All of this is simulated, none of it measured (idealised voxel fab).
process module | voxel double patterning
cross-section cut | 250 nm wide | cells 5 nm
A cross-section is a grid of square cells, given in bands from the top down. A band is one or more rows of cells.
Each band's line starts with the height of the band's top and of its bottom, in nm. Then come its materials from left to right, each with its width in nm. One material with "throughout" fills the band from edge to edge. "air" is empty space.
Height 0 is the level under which the wafer as received is all one material. The lowest band goes on downwards, as in "0 down".
A width such as "30 to 40" changes by the same amount from each row of cells to the next, from the band's top row to its bottom row.
"no change" after a step means that no cell of the cross-section changed.
closed voids: empty space of 8 cells or more with no open way to the top, each as width x height at its distance from the left edge, in nm
after a step's settings: what the simulator itself notes on the step
overlay nm, on a step with a mask: how far to the right of its planned place the mask lay; to the left if negative
plan
1 op RECEIVE | material Si
2 op CONFORMAL_DEP | material SiN | thk nm 5
3 op DIRECTIONAL_DEP | material SiO2 | thk nm 20
4 op DIRECTIONAL_DEP | material SiCN | thk nm 10
5 op DIRECTIONAL_DEP | material aC | thk nm 15
6 op PATTERN | tone open | mask id FIRST | material resist | width nm 15 | pitch nm 50 | thk nm 35 | overlay nm 0
7 op DIRECTIONAL_ETCH | etch materials aC | depth nm 15
8 op STRIP | etch materials resist
9 op DIRECTIONAL_ETCH | etch materials SiCN | depth nm 10
10 op STRIP | etch materials aC
11 op MASKED_ETCH | tone open | mask id SECOND | width nm 15 | etch materials SiCN | depth nm 10 | overlay nm 0
12 op DIRECTIONAL_ETCH | etch materials SiO2 | depth nm 20
13 op STRIP | etch materials SiCN
as received, after step 1
  0 down: Si throughout
  closed voids: none
a wafer at the end: this start, this plan, one mistake
  20 to 0: SiO2 90 | air 15 | SiO2 10 | air 15 | SiO2 10 | air 15 | SiO2 95
  0 down: Si throughout
  closed voids: none
what went wrong: step 2 was left out
